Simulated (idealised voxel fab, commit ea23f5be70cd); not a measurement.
process module | voxel air gaps
cross-section cut | 240 nm wide | cells 5 nm
A cross-section is a grid of square cells, given in bands from the top down. A band is one or more rows of cells.
Each band's line starts with the height of the band's top and of its bottom, in nm. Then come its materials from left to right, each with its width in nm. One material with "throughout" fills the band from edge to edge. "air" is empty space.
Height 0 is the level under which the wafer as received is all one material. The lowest band goes on downwards, as in "0 down".
A width such as "30 to 40" changes by the same amount from each row of cells to the next, from the band's top row to its bottom row.
"no change" after a step means that no cell of the cross-section changed.
closed voids: empty space of 8 cells or more with no open way to the top, each as width x height at its distance from the left edge, in nm
after a step's settings: what the simulator itself notes on the step
overlay nm, on a step with a mask: how far to the right of its planned place the mask lay; to the left if negative
plan
1 op RECEIVE | material Si
2 op CONFORMAL_DEP | material SiO2 | thk nm 15
3 op CONFORMAL_DEP | material SiCN | thk nm 5
4 op DIRECTIONAL_DEP | material lowk | thk nm 30
5 op PATTERN | tone open | mask id LINES | material resist | width nm 15 | pitch nm 45 | thk nm 20 | overlay nm 0
6 op DIRECTIONAL_ETCH | etch materials lowk | depth nm 30
7 op STRIP | etch materials resist
8 op CONFORMAL_DEP | material TiN | thk nm 5
9 op FILL_DEP | material Cu | thk nm 10
10 op CMP | height nm 50
11 op EPI | material Ru | thk nm 10
12 op SELECTIVE_ETCH | etch materials lowk | depth nm 40
13 op CONFORMAL_DEP | material SiCN | thk nm 5
first wafer, as planned
as received, after step 1
  0 down: Si throughout
  closed voids: none
after step 2
  15 to 0: SiO2 throughout
  below 0: unchanged
after step 3
  20 to 15: SiCN throughout
  below 15: unchanged
after step 4
  50 to 20: lowk throughout
  below 20: unchanged
after step 5
  70 to 50: resist 65 | air 15 | resist 30 | air 15 | resist 30 | air 15 | resist 70
  below 50: unchanged
after step 6
  70 to 50: resist 65 | air 15 | resist 30 | air 15 | resist 30 | air 15 | resist 70
  50 to 20: lowk 65 | air 15 | lowk 30 | air 15 | lowk 30 | air 15 | lowk 70
  below 20: unchanged
after step 7
  50 to 20: lowk 65 | air 15 | lowk 30 | air 15 | lowk 30 | air 15 | lowk 70
  below 20: unchanged
after step 8
  55 to 50: TiN 70 | air 5 | TiN 40 | air 5 | TiN 40 | air 5 | TiN 75
  50 to 25: lowk 65 | TiN 5 | air 5 | TiN 5 | lowk 30 | TiN 5 | air 5 | TiN 5 | lowk 30 | TiN 5 | air 5 | TiN 5 | lowk 70
  25 to 20: lowk 65 | TiN 15 | lowk 30 | TiN 15 | lowk 30 | TiN 15 | lowk 70
  below 20: unchanged
after step 9
  65 to 55: Cu throughout
  55 to 50: TiN 70 | Cu 5 | TiN 40 | Cu 5 | TiN 40 | Cu 5 | TiN 75
  50 to 25: lowk 65 | TiN 5 | Cu 5 | TiN 5 | lowk 30 | TiN 5 | Cu 5 | TiN 5 | lowk 30 | TiN 5 | Cu 5 | TiN 5 | lowk 70
  below 25: unchanged
after step 10
  50 to 25: lowk 65 | TiN 5 | Cu 5 | TiN 5 | lowk 30 | TiN 5 | Cu 5 | TiN 5 | lowk 30 | TiN 5 | Cu 5 | TiN 5 | lowk 70
  below 25: unchanged
after step 11
  60 to 50: air 55 | Ru 35 | air 10 | Ru 35 | air 10 | Ru 35 | air 60
  below 50: unchanged
after step 12
  60 to 50: air 55 | Ru 35 | air 10 | Ru 35 | air 10 | Ru 35 | air 60
  50 to 25: air 65 | TiN 5 | Cu 5 | TiN 5 | air 30 | TiN 5 | Cu 5 | TiN 5 | air 30 | TiN 5 | Cu 5 | TiN 5 | air 70
  25 to 20: air 65 | TiN 15 | air 30 | TiN 15 | air 30 | TiN 15 | air 70
  below 20: unchanged
after step 13
  65 to 60: air 50 | SiCN 135 | air 55
  60 to 50: air 50 | SiCN 5 | Ru 35 | SiCN 10 | Ru 35 | SiCN 10 | Ru 35 | SiCN 5 | air 55
  50 to 45: air 50 | SiCN 15 | TiN 5 | Cu 5 | TiN 5 | SiCN 30 | TiN 5 | Cu 5 | TiN 5 | SiCN 30 | TiN 5 | Cu 5 | TiN 5 | SiCN 15 | air 55
  45 to 25: air 60 | SiCN 5 | TiN 5 | Cu 5 | TiN 5 | SiCN 5 | air 20 | SiCN 5 | TiN 5 | Cu 5 | TiN 5 | SiCN 5 | air 20 | SiCN 5 | TiN 5 | Cu 5 | TiN 5 | SiCN 5 | air 65
  25 to 20: SiCN 65 | TiN 15 | SiCN 30 | TiN 15 | SiCN 30 | TiN 15 | SiCN 70
  below 20: unchanged
  closed voids: 20 x 20 at 85; 20 x 20 at 130
second wafer: like start, like plan, one mistake. Through step 2 it matches the first wafer
when step 3 should have ended
  45 to 15: lowk throughout
  below 15: unchanged
when step 4 should have ended
  50 to 45: SiCN throughout
  below 45: unchanged
when step 5 should have ended
  70 to 50: resist 65 | air 15 | resist 30 | air 15 | resist 30 | air 15 | resist 70
  below 50: unchanged
when step 6 should have ended: no change
when step 7 should have ended
  50 to 45: SiCN throughout
  below 45: unchanged
when step 8 should have ended
  55 to 50: TiN throughout
  below 50: unchanged
when step 9 should have ended
  65 to 55: Cu throughout
  below 55: unchanged
when step 10 should have ended
  50 to 45: SiCN throughout
  below 45: unchanged
when step 11 should have ended: no change
when step 12 should have ended: no change
when step 13 should have ended
  55 to 45: SiCN throughout
  below 45: unchanged
what went wrong: steps 3 and 4 were swapped
at the end the second wafer has, in cells: 15 fewer of Cu | 42 fewer of Ru | 72 fewer of SiCN | 39 fewer of TiN | 288 more of lowk
closed voids at the end (first wafer, second wafer): 2, 0
